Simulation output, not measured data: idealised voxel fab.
Presented below is a process module, voxel capacitor over wiring.
cross-section cut | 200 nm wide | cells 5 nm
Square cells in a grid make up a cross-section in this document, and the grid is given as bands, listed from the top down, each one or more rows of cells.
Heads up on the band format: heights come first, top then bottom, in nm. After that it's the materials left to right, each with its width in nm. A single material flagged "everywhere" fills the whole band edge to edge, and "empty" means there's empty space there.
The reference from which all heights are counted is 0, the level beneath which the as-received wafer is entirely one material; the lowest band, having no lower bound, proceeds downward and is written after the example "z 0 and below".
Think of "30->40" as a width that walks from the first number to the second as you go down the band, top row to bottom row, taking equal-sized steps from row to row.
Where the words "nothing was modified" appear for a step, the cross-section shows no cell changed by that step; every cell remained as before.
"Closed empty spaces" contains a list of empty spaces, each no smaller than 8 cells and without an open way to the top, written in the form width x height at distance with the distance from the left edge and all three in nm.
Anything after a step's settings on that line? It's the simulator's own note about the step.
overlay nm: step with mask; distance mask lay right of planned place; negative value = left of planned place.

These are the steps we planned for the process:
1) RECEIVE: material Si
2) CONFORMAL_DEP: material SiO2, thk nm 15
3) DIRECTIONAL_DEP: material TiN, thk nm 5
4) DIRECTIONAL_DEP: material W, thk nm 25
5) DIRECTIONAL_DEP: material aC, thk nm 15
6) PATTERN: tone cover, mask id METAL_1, material resist, width nm 25, pitch nm 95, thk nm 30, overlay nm 0
7) DIRECTIONAL_ETCH: etch materials aC, depth nm 15
8) STRIP: etch materials resist
9) DIRECTIONAL_ETCH: etch materials W, depth nm 25
10) DIRECTIONAL_ETCH: etch materials TiN, depth nm 5
11) STRIP: etch materials aC
12) FILL_DEP: material SiO2, thk nm 10
13) CMP: height nm 45
14) CONFORMAL_DEP: material SiCN, thk nm 5
15) DIRECTIONAL_DEP: material lowk, thk nm 20
16) DIRECTIONAL_DEP: material aC, thk nm 15
17) PATTERN: tone open, mask id PLUG_1, material resist, width nm 15, thk nm 30, overlay nm 0
18) DIRECTIONAL_ETCH: etch materials aC, depth nm 15
19) STRIP: etch materials resist
20) DIRECTIONAL_ETCH: etch materials lowk, depth nm 20
21) DIRECTIONAL_ETCH: etch materials SiCN, depth nm 5
22) STRIP: etch materials aC
23) CONFORMAL_DEP: material TiN, thk nm 5
24) FILL_DEP: material Cu, thk nm 5
25) CMP: height nm 70
26) DIRECTIONAL_DEP: material TiN, thk nm 10
27) DIRECTIONAL_DEP: material HfO2, thk nm 5
28) DIRECTIONAL_DEP: material TiN, thk nm 5
29) MASKED_ETCH: tone cover, mask id UPPER_PLATE, width nm 75, etch materials TiN, depth nm 5, overlay nm 0
30) MASKED_ETCH: tone cover, mask id UPPER_PLATE, width nm 75, etch materials HfO2, depth nm 5, overlay nm 0
31) MASKED_ETCH: tone cover, mask id LOWER_PLATE, width nm 85, etch materials TiN, depth nm 10, overlay nm 0
32) FILL_DEP: material SiO2, thk nm 15
33) CMP: height nm 100
34) PATTERN: tone open, mask id PLUG_2, material resist, width nm 15, thk nm 20, overlay nm 0
35) DIRECTIONAL_ETCH: etch materials SiO2, depth nm 10
36) STRIP: etch materials resist
37) CONFORMAL_DEP: material TiN, thk nm 5
38) FILL_DEP: material W, thk nm 5
39) CMP: height nm 100
40) CONFORMAL_DEP: material SiN, thk nm 5

Wafer as received: cross-section following step 1:
z 0 and below | Si everywhere
Closed empty spaces: none

Sectioned view, first of two wafers, at the close of the module, processed as intended in the plan:
z 105 to 100 | SiN everywhere
z 100 to 95 | SiO2 (60) | TiN (5) | W (5) | TiN (5) | SiO2 (125)
z 95 to 85 | SiO2 (60->50) | TiN (15->75) | SiO2 (125->75)
z 85 to 80 | SiO2 (50) | HfO2 (75) | SiO2 (75)
z 80 to 70 | SiO2 (45) | TiN (85) | SiO2 (70)
z 70 to 50 | lowk (50) | TiN (5) | Cu (5) | TiN (5) | lowk (135)
z 50 to 45 | SiCN (50) | TiN (15) | SiCN (135)
z 45 to 20 | SiO2 (40) | W (25) | SiO2 (70) | W (25) | SiO2 (40)
z 20 to 15 | SiO2 (40) | TiN (25) | SiO2 (70) | TiN (25) | SiO2 (40)
z 15 to 0 | SiO2 everywhere
z 0 and below | Si everywhere
Closed empty spaces: none

Second wafer through the module, sectioned at the end: same beginning and same plan as the first wafer, with one mistake in carrying it out:
z 105 to 100 | SiN everywhere
z 100 to 95 | SiO2 (60) | TiN (5) | W (5) | TiN (5) | SiO2 (125)
z 95 to 85 | SiO2 (60->50) | TiN (15->75) | SiO2 (125->75)
z 85 to 80 | SiO2 (50) | HfO2 (75) | SiO2 (75)
z 80 to 70 | SiO2 (45) | TiN (85) | SiO2 (70)
z 70 to 50 | lowk (50) | TiN (5) | Cu (5) | TiN (5) | lowk (135)
z 50 to 45 | SiCN (50) | TiN (15) | SiCN (135)
z 45 to 40 | SiO2 (40) | TiN (25) | SiO2 (70) | TiN (25) | SiO2 (40)
z 40 to 15 | W everywhere
z 15 to 0 | SiO2 everywhere
z 0 and below | Si everywhere
Closed empty spaces: none
Heads up, the wafer didn't run the way we planned it: so 3 and 4 got swapped relative to the plan, each ran where the other was supposed to
The closing comparison, in cells, has the second wafer with more or fewer of some materials than the first: SiO2 -150, W +150
